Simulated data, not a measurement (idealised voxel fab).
process module | voxel wiring stack
cross-section cut | 265 nm wide | cells 5 nm
A cross-section is a grid of square cells, given in bands from the top down. A band is one or more rows of cells.
Each band's line starts with the height of the band's top and of its bottom, in nm. Then come its materials from left to right, each with its width in nm. One material with "throughout" fills the band from edge to edge. "air" is empty space.
Height 0 is the level under which the wafer as received is all one material. The lowest band goes on downwards, as in "0 down".
A width such as "30 to 40" changes by the same amount from each row of cells to the next, from the band's top row to its bottom row.
"no change" after a step means that no cell of the cross-section changed.
closed voids: empty space of 8 cells or more with no open way to the top, each as width x height at its distance from the left edge, in nm
after a step's settings: what the simulator itself notes on the step
overlay nm, on a step with a mask: how far to the right of its planned place the mask lay; to the left if negative
plan
1 op RECEIVE | material Si
2 op CONFORMAL_DEP | material SiO2 | thk nm 10
3 op CONFORMAL_DEP | material SiN | thk nm 5
4 op DIRECTIONAL_DEP | material SiO2 | thk nm 15
5 op DIRECTIONAL_DEP | material aC | thk nm 10
6 op PATTERN | tone open | mask id METAL_1 | material resist | width nm 20 | pitch nm 45 | thk nm 25 | overlay nm 0
7 op DIRECTIONAL_ETCH | etch materials aC | depth nm 10
8 op STRIP | etch materials resist
9 op DIRECTIONAL_ETCH | etch materials SiO2 | depth nm 15
10 op DIRECTIONAL_ETCH | etch materials SiN | depth nm 5
11 op STRIP | etch materials aC
12 op CONFORMAL_DEP | material TiN | thk nm 5
13 op FILL_DEP | material W | thk nm 10
14 op CMP | height nm 30
15 op CONFORMAL_DEP | material SiCN | thk nm 5
16 op DIRECTIONAL_DEP | material SiO2 | thk nm 35
17 op DIRECTIONAL_DEP | material aC | thk nm 10
18 op PATTERN | tone open | mask id METAL_2_HOLES | material resist | width nm 15 | pitch nm 90 | thk nm 30 | overlay nm 0
19 op DIRECTIONAL_ETCH | etch materials aC | depth nm 10
20 op STRIP | etch materials resist
21 op DIRECTIONAL_ETCH | etch materials SiO2 | depth nm 35
22 op STRIP | etch materials aC
23 op MASKED_ETCH | tone open | mask id METAL_2 | width nm 20 | pitch nm 45 | etch materials SiO2 | depth nm 20 | overlay nm 0
24 op MASKED_ETCH | tone open | mask id METAL_2 | width nm 20 | pitch nm 45 | etch materials SiCN | depth nm 5 | overlay nm 0
25 op CONFORMAL_DEP | material TiN | thk nm 5
26 op FILL_DEP | material Cu | thk nm 10
27 op CMP | height nm 70
28 op CONFORMAL_DEP | material SiCN | thk nm 5
29 op DIRECTIONAL_DEP | material lowk | thk nm 25
30 op PATTERN | tone open | mask id METAL_3 | material resist | width nm 20 | pitch nm 45 | thk nm 20 | overlay nm 0
31 op DIRECTIONAL_ETCH | etch materials lowk | depth nm 15
32 op STRIP | etch materials resist
33 op MASKED_ETCH | tone open | mask id METAL_3_HOLES | width nm 15 | pitch nm 45 | etch materials lowk | depth nm 10 | overlay nm 0
34 op MASKED_ETCH | tone open | mask id METAL_3_HOLES | width nm 15 | pitch nm 45 | etch materials SiCN | depth nm 5 | overlay nm 0
35 op CONFORMAL_DEP | material TiN | thk nm 5
36 op FILL_DEP | material Cu | thk nm 10
37 op CMP | height nm 100
38 op CONFORMAL_DEP | material SiCN | thk nm 5
39 op DIRECTIONAL_DEP | material lowk | thk nm 25
40 op MASKED_ETCH | tone open | mask id METAL_4_HOLES | width nm 15 | pitch nm 45 | etch materials lowk | depth nm 25 | overlay nm 0
41 op MASKED_ETCH | tone open | mask id METAL_4 | width nm 20 | pitch nm 45 | etch materials lowk | depth nm 15 | overlay nm 0
42 op MASKED_ETCH | tone open | mask id METAL_4 | width nm 20 | pitch nm 45 | etch materials SiCN | depth nm 5 | overlay nm 0
43 op CONFORMAL_DEP | material TiN | thk nm 5
44 op FILL_DEP | material Ru | thk nm 10
45 op CMP | height nm 130
46 op CONFORMAL_DEP | material SiCN | thk nm 5
varied across the wafers: width nm of step 18. The plan shows the first wafer's value. All wafers start alike
first wafer as received, after step 1
  0 down: Si throughout
  closed voids: none
each wafer at the end: cells of each material gained (+) or lost (-) since it was received, then its closed voids
width nm 15 | +60 Cu | +28 Ru | +182 SiCN | +37 SiN | +506 SiO2 | +208 TiN | +24 W | +386 lowk | closed voids: none
width nm 20 | +68 Cu | +28 Ru | +180 SiCN | +37 SiN | +500 SiO2 | +208 TiN | +24 W | +386 lowk | closed voids: none
width nm 25 | +80 Cu | +28 Ru | +180 SiCN | +37 SiN | +486 SiO2 | +210 TiN | +24 W | +386 lowk | closed voids: none
width nm 30 | +92 Cu | +28 Ru | +180 SiCN | +37 SiN | +472 SiO2 | +212 TiN | +24 W | +386 lowk | closed voids: none
